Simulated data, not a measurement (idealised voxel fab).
This is a process module. Its name is voxel self aligned vias.
Xsec cut, 145 nm wide, square cell size 5 nm.
Cross-section, as written here: a square-cell grid given band by band from the top down, where a band holds one or more rows of cells. Heads up on the band format: heights come first, top then bottom, in nm. After that it's the materials left to right, each with its width in nm. A single material flagged "everywhere" fills the whole band edge to edge, and "blank" means there's empty space there. The level at which height equals 0 is the one under which the wafer, as it arrives, is entirely one material. No lower edge exists for the bottom band, which continues downward and is notated as in "z 0 and below". The expression "30..40" gives the width at the extremes of the band, the first number at its top row of cells and the second at its bottom row, with the width changing by equal amounts from each row to the next in between. A step reported as "remains unaltered" is a step in which no cell of the cross-section changed. Any empty space of 8 cells or more lacking an open way to the top shows up in "Unvented cavities" as width x height at distance, distance from the left edge, in nm. It should be noted that, on the line of a given step, the content following the step's settings is a remark produced by the simulator itself with respect to that step. The line of a step may include "overlay nm". On a step with a mask, this value is how far to the right of its planned place the mask lay. A negative value means the mask lay to the left.

List of planned process steps
step 1: op RECEIVE | material Si
step 2: op CONFORMAL_DEP | material SiO2 | thk nm 10
step 3: op CONFORMAL_DEP | material SiCN | thk nm 5
step 4: op DIRECTIONAL_DEP | material SiO2 | thk nm 30
step 5: op DIRECTIONAL_DEP | material aC | thk nm 10
step 6: op PATTERN | tone open | mask id LINES | material resist | width nm 30 | pitch nm 65 | thk nm 25 | overlay nm 0
step 7: op DIRECTIONAL_ETCH | etch materials aC | depth nm 10
step 8: op STRIP | etch materials resist
step 9: op DIRECTIONAL_ETCH | etch materials SiO2 | depth nm 30
step 10: op STRIP | etch materials aC
step 11: op CONFORMAL_DEP | material TiN | thk nm 5
step 12: op FILL_DEP | material W | thk nm 5
step 13: op CMP | height nm 45
step 14: op SELECTIVE_ETCH | etch materials W Ru TiN | depth nm 10
step 15: op FILL_DEP | material SiN | thk nm 10
step 16: op CMP | height nm 45
step 17: op DIRECTIONAL_DEP | material SiO2 | thk nm 20
step 18: op MASKED_ETCH | tone open | mask id VIAS | width nm 50 | etch materials SiO2 | depth nm 20 | overlay nm 0
step 19: op MASKED_ETCH | tone open | mask id VIAS | width nm 50 | etch materials SiN | depth nm 10 | overlay nm 0
step 20: op CONFORMAL_DEP | material TiN | thk nm 5
step 21: op FILL_DEP | material Cu | thk nm 10
step 22: op CMP | height nm 65
step 23: op CONFORMAL_DEP | material SiCN | thk nm 5

The following pertains to the first of two wafers, which was processed as planned

Cross-sectional view of the wafer in its as-received condition, corresponding to the state after step 1
	z 0 and below = Si everywhere
	Unvented cavities: none

Cross-section of the wafer subsequent to step 2
	z 10 to 0 = SiO2 everywhere
	Rest of section, below 0: as before.

Cross-section of the wafer subsequent to step 3
	z 15 to 10 = SiCN everywhere
	Rest of section, below 10: as before.

Cross-section of the wafer subsequent to step 4
	z 45 to 15 = SiO2 everywhere
	Rest of section, below 15: as before.

Cross-section of the wafer subsequent to step 5
	z 55 to 45 = aC everywhere
	Rest of section, below 45: as before.

Cross-section of the wafer subsequent to step 6
	z 80 to 55 = 25 of resist / 30 of blank / 35 of resist / 30 of blank / 25 of resist
	Rest of section, below 55: as before.

Cross-section of the wafer subsequent to step 7
	z 70 to 55 = 25 of resist / 30 of blank / 35 of resist / 30 of blank / 25 of resist
	z 55 to 45 = 25 of aC / 30 of blank / 35 of aC / 30 of blank / 25 of aC
	Rest of section, below 45: as before.

Cross-section of the wafer subsequent to step 8
	z 55 to 45 = 25 of aC / 30 of blank / 35 of aC / 30 of blank / 25 of aC
	Rest of section, below 45: as before.

Cross-section of the wafer subsequent to step 9
	z 55 to 45 = 25 of aC / 30 of blank / 35 of aC / 30 of blank / 25 of aC
	z 45 to 15 = 25 of SiO2 / 30 of blank / 35 of SiO2 / 30 of blank / 25 of SiO2
	Rest of section, below 15: as before.

Cross-section of the wafer subsequent to step 10
	z 45 to 15 = 25 of SiO2 / 30 of blank / 35 of SiO2 / 30 of blank / 25 of SiO2
	Rest of section, below 15: as before.

Cross-section of the wafer subsequent to step 11
	z 50 to 45 = 30 of TiN / 20 of blank / 45 of TiN / 20 of blank / 30 of TiN
	z 45 to 20 = 25 of SiO2 / 5 of TiN / 20 of blank / 5 of TiN / 35 of SiO2 / 5 of TiN / 20 of blank / 5 of TiN / 25 of SiO2
	z 20 to 15 = 25 of SiO2 / 30 of TiN / 35 of SiO2 / 30 of TiN / 25 of SiO2
	Rest of section, below 15: as before.

Cross-section of the wafer subsequent to step 12
	z 55 to 50 = W everywhere
	z 50 to 45 = 30 of TiN / 20 of W / 45 of TiN / 20 of W / 30 of TiN
	z 45 to 20 = 25 of SiO2 / 5 of TiN / 20 of W / 5 of TiN / 35 of SiO2 / 5 of TiN / 20 of W / 5 of TiN / 25 of SiO2
	Rest of section, below 20: as before.

Cross-section of the wafer subsequent to step 13
	z 45 to 20 = 25 of SiO2 / 5 of TiN / 20 of W / 5 of TiN / 35 of SiO2 / 5 of TiN / 20 of W / 5 of TiN / 25 of SiO2
	Rest of section, below 20: as before.

Cross-section of the wafer subsequent to step 14
	z 45 to 35 = 25 of SiO2 / 30 of blank / 35 of SiO2 / 30 of blank / 25 of SiO2
	Rest of section, below 35: as before.

Cross-section of the wafer subsequent to step 15
	z 55 to 45 = SiN everywhere
	z 45 to 35 = 25 of SiO2 / 30 of SiN / 35 of SiO2 / 30 of SiN / 25 of SiO2
	Rest of section, below 35: as before.

Cross-section of the wafer subsequent to step 16
	z 45 to 35 = 25 of SiO2 / 30 of SiN / 35 of SiO2 / 30 of SiN / 25 of SiO2
	Rest of section, below 35: as before.

Cross-section of the wafer subsequent to step 17
	z 65 to 45 = SiO2 everywhere
	Rest of section, below 45: as before.

Cross-section of the wafer subsequent to step 18
	z 65 to 45 = 15 of SiO2 / 50 of blank / 80 of SiO2
	Rest of section, below 45: as before.

Cross-section of the wafer subsequent to step 19
	z 65 to 45 = 15 of SiO2 / 50 of blank / 80 of SiO2
	z 45 to 35 = 25 of SiO2 / 30 of blank / 35 of SiO2 / 30 of SiN / 25 of SiO2
	Rest of section, below 35: as before.

Cross-section of the wafer subsequent to step 20
	z 70 to 65 = 20 of TiN / 40 of blank / 85 of TiN
	z 65 to 50 = 15 of SiO2 / 5 of TiN / 40 of blank / 5 of TiN / 80 of SiO2
	z 50 to 45 = 15 of SiO2 / 15 of TiN / 20 of blank / 15 of TiN / 80 of SiO2
	z 45 to 40 = 25 of SiO2 / 5 of TiN / 20 of blank / 5 of TiN / 35 of SiO2 / 30 of SiN / 25 of SiO2
	z 40 to 35 = 25 of SiO2 / 30 of TiN / 35 of SiO2 / 30 of SiN / 25 of SiO2
	Rest of section, below 35: as before.

Cross-section of the wafer subsequent to step 21
	z 80 to 70 = Cu everywhere
	z 70 to 65 = 20 of TiN / 40 of Cu / 85 of TiN
	z 65 to 50 = 15 of SiO2 / 5 of TiN / 40 of Cu / 5 of TiN / 80 of SiO2
	z 50 to 45 = 15 of SiO2 / 15 of TiN / 20 of Cu / 15 of TiN / 80 of SiO2
	z 45 to 40 = 25 of SiO2 / 5 of TiN / 20 of Cu / 5 of TiN / 35 of SiO2 / 30 of SiN / 25 of SiO2
	Rest of section, below 40: as before.

Cross-section of the wafer subsequent to step 22
	z 65 to 50 = 15 of SiO2 / 5 of TiN / 40 of Cu / 5 of TiN / 80 of SiO2
	Rest of section, below 50: as before.

Cross-section of the wafer subsequent to step 23
	z 70 to 65 = SiCN everywhere
	Rest of section, below 65: as before.

Now the other wafer: same start, same recipe, but we messed up one thing when running it. Up to and including step 2 it's the same as the first one

X-section, second wafer, when step 3 was due to finish: remains unaltered

X-section, second wafer, when step 4 was due to finish
	z 40 to 0 = SiO2 everywhere
	Rest of section, below 0: as before.

X-section, second wafer, when step 5 was due to finish
	z 50 to 40 = aC everywhere
	Rest of section, below 40: as before.

X-section, second wafer, when step 6 was due to finish
	z 75 to 50 = 25 of resist / 30 of blank / 35 of resist / 30 of blank / 25 of resist
	Rest of section, below 50: as before.

X-section, second wafer, when step 7 was due to finish
	z 65 to 50 = 25 of resist / 30 of blank / 35 of resist / 30 of blank / 25 of resist
	z 50 to 40 = 25 of aC / 30 of blank / 35 of aC / 30 of blank / 25 of aC
	Rest of section, below 40: as before.

X-section, second wafer, when step 8 was due to finish
	z 50 to 40 = 25 of aC / 30 of blank / 35 of aC / 30 of blank / 25 of aC
	Rest of section, below 40: as before.

X-section, second wafer, when step 9 was due to finish
	z 50 to 40 = 25 of aC / 30 of blank / 35 of aC / 30 of blank / 25 of aC
	z 40 to 10 = 25 of SiO2 / 30 of blank / 35 of SiO2 / 30 of blank / 25 of SiO2
	Rest of section, below 10: as before.

X-section, second wafer, when step 10 was due to finish
	z 40 to 10 = 25 of SiO2 / 30 of blank / 35 of SiO2 / 30 of blank / 25 of SiO2
	Rest of section, below 10: as before.

X-section, second wafer, when step 11 was due to finish
	z 45 to 40 = 30 of TiN / 20 of blank / 45 of TiN / 20 of blank / 30 of TiN
	z 40 to 15 = 25 of SiO2 / 5 of TiN / 20 of blank / 5 of TiN / 35 of SiO2 / 5 of TiN / 20 of blank / 5 of TiN / 25 of SiO2
	z 15 to 10 = 25 of SiO2 / 30 of TiN / 35 of SiO2 / 30 of TiN / 25 of SiO2
	Rest of section, below 10: as before.

X-section, second wafer, when step 12 was due to finish
	z 50 to 45 = W everywhere
	z 45 to 40 = 30 of TiN / 20 of W / 45 of TiN / 20 of W / 30 of TiN
	z 40 to 15 = 25 of SiO2 / 5 of TiN / 20 of W / 5 of TiN / 35 of SiO2 / 5 of TiN / 20 of W / 5 of TiN / 25 of SiO2
	Rest of section, below 15: as before.

X-section, second wafer, when step 13 was due to finish
	z 45 to 40 = 30 of TiN / 20 of W / 45 of TiN / 20 of W / 30 of TiN
	Rest of section, below 40: as before.

X-section, second wafer, when step 14 was due to finish
	z 40 to 35 = 25 of SiO2 / 30 of blank / 35 of SiO2 / 30 of blank / 25 of SiO2
	Rest of section, below 35: as before.

X-section, second wafer, when step 15 was due to finish
	z 50 to 40 = SiN everywhere
	z 40 to 35 = 25 of SiO2 / 30 of SiN / 35 of SiO2 / 30 of SiN / 25 of SiO2
	Rest of section, below 35: as before.

X-section, second wafer, when step 16 was due to finish
	z 45 to 40 = SiN everywhere
	Rest of section, below 40: as before.

X-section, second wafer, when step 17 was due to finish
	z 65 to 45 = SiO2 everywhere
	Rest of section, below 45: as before.

X-section, second wafer, when step 18 was due to finish
	z 65 to 45 = 15 of SiO2 / 50 of blank / 80 of SiO2
	Rest of section, below 45: as before.

X-section, second wafer, when step 19 was due to finish
	z 65 to 45 = 15 of SiO2 / 50 of blank / 80 of SiO2
	z 45 to 40 = 15 of SiN / 50 of blank / 80 of SiN
	z 40 to 35 = 25 of SiO2 / 30 of blank / 35 of SiO2 / 30 of SiN / 25 of SiO2
	Rest of section, below 35: as before.

X-section, second wafer, when step 20 was due to finish
	z 70 to 65 = 20 of TiN / 40 of blank / 85 of TiN
	z 65 to 45 = 15 of SiO2 / 5 of TiN / 40 of blank / 5 of TiN / 80 of SiO2
	z 45 to 40 = 15 of SiN / 15 of TiN / 20 of blank / 15 of TiN / 80 of SiN
	z 40 to 35 = 25 of SiO2 / 30 of TiN / 35 of SiO2 / 30 of SiN / 25 of SiO2
	Rest of section, below 35: as before.

X-section, second wafer, when step 21 was due to finish
	z 80 to 70 = Cu everywhere
	z 70 to 65 = 20 of TiN / 40 of Cu / 85 of TiN
	z 65 to 45 = 15 of SiO2 / 5 of TiN / 40 of Cu / 5 of TiN / 80 of SiO2
	z 45 to 40 = 15 of SiN / 15 of TiN / 20 of Cu / 15 of TiN / 80 of SiN
	Rest of section, below 40: as before.

X-section, second wafer, when step 22 was due to finish
	z 65 to 45 = 15 of SiO2 / 5 of TiN / 40 of Cu / 5 of TiN / 80 of SiO2
	Rest of section, below 45: as before.

X-section, second wafer, when step 23 was due to finish
	z 70 to 65 = SiCN everywhere
	Rest of section, below 65: as before.
Run error: not run: step 3 of the plan (skipped)
Final comparison by cell count, materials where the second wafer has more or fewer than the first: Cu: 4 more, SiCN: 29 fewer, SiN: 13 more, TiN: 4 more, W: 8 more
